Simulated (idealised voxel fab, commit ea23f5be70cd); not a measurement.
The process module that follows is named voxel wiring stack.
Cross-sectional view cut (width: 160 nm; square cell size: 5 nm).
Just so we're on the same page, the cross-sections are grids of square cells, and they're listed out in bands top to bottom, each band one or more rows deep.
Look at the band entry: it leads with the top's height and the bottom's height in nm. Then it lists the materials left to right, with a width in nm for each. The word "throughout" on a single material says that material fills the band edge to edge. The word "empty" is empty space.
Height is counted from the level 0, under which the received wafer is composed throughout of one material. The lowest of the bands is not closed at the bottom but continues downward, in the notation "z 0 and below".
Width "30->40": first value at the band's top row of cells, second value at its bottom row, equal change from row to row.
Any step labelled "remains unaltered" changed none of the cells in the cross-section.
Reported under the label "Voids, enclosed" are the empty spaces having no open way to the top and comprising 8 cells or more; the notation for each is width x height at distance, in which the distance is measured from the left edge and all three values are in nm.
Where a step's line continues beyond its settings, the continuation is a remark by the simulator itself on that step.
"overlay nm" denotes, for a step that has a mask, the displacement of the mask to the right of its planned place, with negative values corresponding to the left.

[Listed below are the process steps as planned]
1. RECEIVE: material Si
2. CONFORMAL_DEP: material SiO2, thk nm 10
3. DIRECTIONAL_DEP: material TiN, thk nm 5
4. DIRECTIONAL_DEP: material Ru, thk nm 25
5. MASKED_ETCH: tone cover, mask id METAL_1, width nm 25, pitch nm 50, etch materials Ru, depth nm 25, overlay nm 0
6. MASKED_ETCH: tone cover, mask id METAL_1, width nm 25, pitch nm 50, etch materials TiN, depth nm 5, overlay nm 0
7. CONFORMAL_DEP: material SiN, thk nm 5
8. FILL_DEP: material lowk, thk nm 5
9. CMP: height nm 40
10. CONFORMAL_DEP: material SiCN, thk nm 5
11. DIRECTIONAL_DEP: material SiO2, thk nm 35
12. DIRECTIONAL_DEP: material aC, thk nm 10
13. PATTERN: tone open, mask id METAL_2_HOLES, material resist, width nm 15, pitch nm 100, thk nm 30, overlay nm 0
14. DIRECTIONAL_ETCH: etch materials aC, depth nm 10
15. STRIP: etch materials resist
16. DIRECTIONAL_ETCH: etch materials SiO2, depth nm 35
17. STRIP: etch materials aC
18. PATTERN: tone open, mask id METAL_2, material resist, width nm 25, pitch nm 50, thk nm 15, overlay nm 0
19. DIRECTIONAL_ETCH: etch materials SiO2, depth nm 20
20. DIRECTIONAL_ETCH: etch materials SiCN, depth nm 5
21. STRIP: etch materials resist
22. CONFORMAL_DEP: material TiN, thk nm 5
23. FILL_DEP: material Cu, thk nm 10
24. CMP: height nm 80
25. CONFORMAL_DEP: material SiCN, thk nm 5
26. DIRECTIONAL_DEP: material SiO2, thk nm 30
27. MASKED_ETCH: tone open, mask id METAL_3, width nm 25, pitch nm 50, etch materials SiO2, depth nm 15, overlay nm 0
28. DIRECTIONAL_DEP: material aC, thk nm 10
29. PATTERN: tone open, mask id METAL_3_HOLES, material resist, width nm 15, pitch nm 100, thk nm 30, overlay nm 0
30. DIRECTIONAL_ETCH: etch materials aC, depth nm 10
31. STRIP: etch materials resist
32. DIRECTIONAL_ETCH: etch materials SiO2, depth nm 15
33. DIRECTIONAL_ETCH: etch materials SiCN, depth nm 5
34. STRIP: etch materials aC
35. CONFORMAL_DEP: material TiN, thk nm 5
36. FILL_DEP: material Ru, thk nm 5
37. CMP: height nm 115
38. CONFORMAL_DEP: material SiCN, thk nm 5
39. DIRECTIONAL_DEP: material lowk, thk nm 25
40. DIRECTIONAL_DEP: material aC, thk nm 15
41. PATTERN: tone open, mask id METAL_4_HOLES, material resist, width nm 15, pitch nm 100, thk nm 30, overlay nm 0
42. DIRECTIONAL_ETCH: etch materials aC, depth nm 15
43. STRIP: etch materials resist
44. DIRECTIONAL_ETCH: etch materials lowk, depth nm 25
45. STRIP: etch materials aC
46. DIRECTIONAL_DEP: material aC, thk nm 15
47. PATTERN: tone open, mask id METAL_4, material resist, width nm 25, pitch nm 50, thk nm 30, overlay nm 0
48. DIRECTIONAL_ETCH: etch materials aC, depth nm 15
49. STRIP: etch materials resist
50. DIRECTIONAL_ETCH: etch materials lowk, depth nm 15
51. DIRECTIONAL_ETCH: etch materials SiCN, depth nm 5
52. STRIP: etch materials aC
53. CONFORMAL_DEP: material TiN, thk nm 5
54. FILL_DEP: material Ru, thk nm 10
55. CMP: height nm 145
56. CONFORMAL_DEP: material SiN, thk nm 5

[Here's what the wafer looked like in cross-section when it arrived - that's after step 1]
    z 0 and below = Si throughout
    Voids, enclosed: none

[Module complete - cross-section of the first of two wafers, run according to plan]
    z 150 to 145 = SiN throughout
    z 145 to 135 = 15 of lowk / 5 of TiN / 15 of Ru / 5 of TiN / 25 of lowk / 5 of TiN / 15 of Ru / 5 of TiN / 25 of lowk / 5 of TiN / 15 of Ru / 5 of TiN / 20 of lowk
    z 135 to 130 = 15 of lowk / 5 of TiN / 5 of Ru / 15 of TiN / 25 of lowk / 25 of TiN / 25 of lowk / 5 of TiN / 5 of Ru / 15 of TiN / 20 of lowk
    z 130 to 120 = 15 of lowk / 5 of TiN / 5 of Ru / 5 of TiN / 85 of lowk / 5 of TiN / 5 of Ru / 5 of TiN / 30 of lowk
    z 120 to 115 = 15 of SiCN / 15 of TiN / 85 of SiCN / 15 of TiN / 30 of SiCN
    z 115 to 105 = 15 of SiO2 / 5 of TiN / 15 of Ru / 5 of TiN / 25 of SiO2 / 5 of TiN / 15 of Ru / 5 of TiN / 25 of SiO2 / 5 of TiN / 15 of Ru / 5 of TiN / 20 of SiO2
    z 105 to 100 = 15 of SiO2 / 5 of TiN / 5 of Ru / 15 of TiN / 25 of SiO2 / 25 of TiN / 25 of SiO2 / 5 of TiN / 5 of Ru / 15 of TiN / 20 of SiO2
    z 100 to 85 = 15 of SiO2 / 5 of TiN / 5 of Ru / 5 of TiN / 85 of SiO2 / 5 of TiN / 5 of Ru / 5 of TiN / 30 of SiO2
    z 85 to 80 = 15 of SiCN / 15 of TiN / 85 of SiCN / 15 of TiN / 30 of SiCN
    z 80 to 65 = 15 of SiO2 / 5 of TiN / 15 of Cu / 5 of TiN / 25 of SiO2 / 5 of TiN / 15 of Cu / 5 of TiN / 25 of SiO2 / 5 of TiN / 15 of Cu / 5 of TiN / 20 of SiO2
    z 65 to 60 = 15 of SiO2 / 5 of TiN / 5 of Cu / 15 of TiN / 25 of SiO2 / 25 of TiN / 25 of SiO2 / 5 of TiN / 5 of Cu / 15 of TiN / 20 of SiO2
    z 60 to 45 = 15 of SiO2 / 5 of TiN / 5 of Cu / 5 of TiN / 85 of SiO2 / 5 of TiN / 5 of Cu / 5 of TiN / 30 of SiO2
    z 45 to 40 = 15 of SiCN / 15 of TiN / 85 of SiCN / 15 of TiN / 30 of SiCN
    z 40 to 15 = 10 of lowk / 5 of SiN / 25 of Ru / 5 of SiN / 15 of lowk / 5 of SiN / 25 of Ru / 5 of SiN / 15 of lowk / 5 of SiN / 25 of Ru / 5 of SiN / 15 of lowk
    z 15 to 10 = 15 of SiN / 25 of TiN / 25 of SiN / 25 of TiN / 25 of SiN / 25 of TiN / 20 of SiN
    z 10 to 0 = SiO2 throughout
    z 0 and below = Si throughout
    Voids, enclosed: none

[Second wafer of the two, sectioned at the end of the module. It began like the first and followed the same plan, but one mistake was made while running it]
    z 150 to 145 = SiN throughout
    z 145 to 135 = 15 of lowk / 5 of TiN / 15 of Ru / 5 of TiN / 25 of lowk / 5 of TiN / 15 of Ru / 5 of TiN / 25 of lowk / 5 of TiN / 15 of Ru / 5 of TiN / 20 of lowk
    z 135 to 130 = 15 of lowk / 5 of TiN / 5 of Ru / 15 of TiN / 25 of lowk / 25 of TiN / 25 of lowk / 5 of TiN / 5 of Ru / 15 of TiN / 20 of lowk
    z 130 to 120 = 15 of lowk / 5 of TiN / 5 of Ru / 5 of TiN / 85 of lowk / 5 of TiN / 5 of Ru / 5 of TiN / 30 of lowk
    z 120 to 115 = 15 of SiCN / 15 of TiN / 85 of SiCN / 15 of TiN / 30 of SiCN
    z 115 to 105 = 15 of SiO2 / 5 of TiN / 15 of Ru / 5 of TiN / 25 of SiO2 / 5 of TiN / 15 of Ru / 5 of TiN / 25 of SiO2 / 5 of TiN / 15 of Ru / 5 of TiN / 20 of SiO2
    z 105 to 100 = 15 of SiO2 / 15 of TiN / 5 of Ru / 5 of TiN / 25 of SiO2 / 25 of TiN / 25 of SiO2 / 15 of TiN / 5 of Ru / 5 of TiN / 20 of SiO2
    z 100 to 85 = 25 of SiO2 / 5 of TiN / 5 of Ru / 5 of TiN / 85 of SiO2 / 5 of TiN / 5 of Ru / 5 of TiN / 20 of SiO2
    z 85 to 80 = 25 of SiCN / 15 of TiN / 85 of SiCN / 15 of TiN / 20 of SiCN
    z 80 to 65 = 15 of SiO2 / 5 of TiN / 15 of Cu / 5 of TiN / 25 of SiO2 / 5 of TiN / 15 of Cu / 5 of TiN / 25 of SiO2 / 5 of TiN / 15 of Cu / 5 of TiN / 20 of SiO2
    z 65 to 60 = 15 of SiO2 / 5 of TiN / 5 of Cu / 15 of TiN / 25 of SiO2 / 25 of TiN / 25 of SiO2 / 5 of TiN / 5 of Cu / 15 of TiN / 20 of SiO2
    z 60 to 45 = 15 of SiO2 / 5 of TiN / 5 of Cu / 5 of TiN / 85 of SiO2 / 5 of TiN / 5 of Cu / 5 of TiN / 30 of SiO2
    z 45 to 40 = 15 of SiCN / 15 of TiN / 85 of SiCN / 15 of TiN / 30 of SiCN
    z 40 to 15 = 10 of lowk / 5 of SiN / 25 of Ru / 5 of SiN / 15 of lowk / 5 of SiN / 25 of Ru / 5 of SiN / 15 of lowk / 5 of SiN / 25 of Ru / 5 of SiN / 15 of lowk
    z 15 to 10 = 15 of SiN / 25 of TiN / 25 of SiN / 25 of TiN / 25 of SiN / 25 of TiN / 20 of SiN
    z 10 to 0 = SiO2 throughout
    z 0 and below = Si throughout
    Voids, enclosed: none
So what did we get wrong on this run? step 29 ran differently from the plan; actual operation with settings: PATTERN: tone open, mask id METAL_3_HOLES, material resist, width nm 15, pitch nm 100, thk nm 30, overlay nm 10
In the final comparison it is observed that the number of cells assigned to each material is identical for the two wafers, whereas their placement is not.
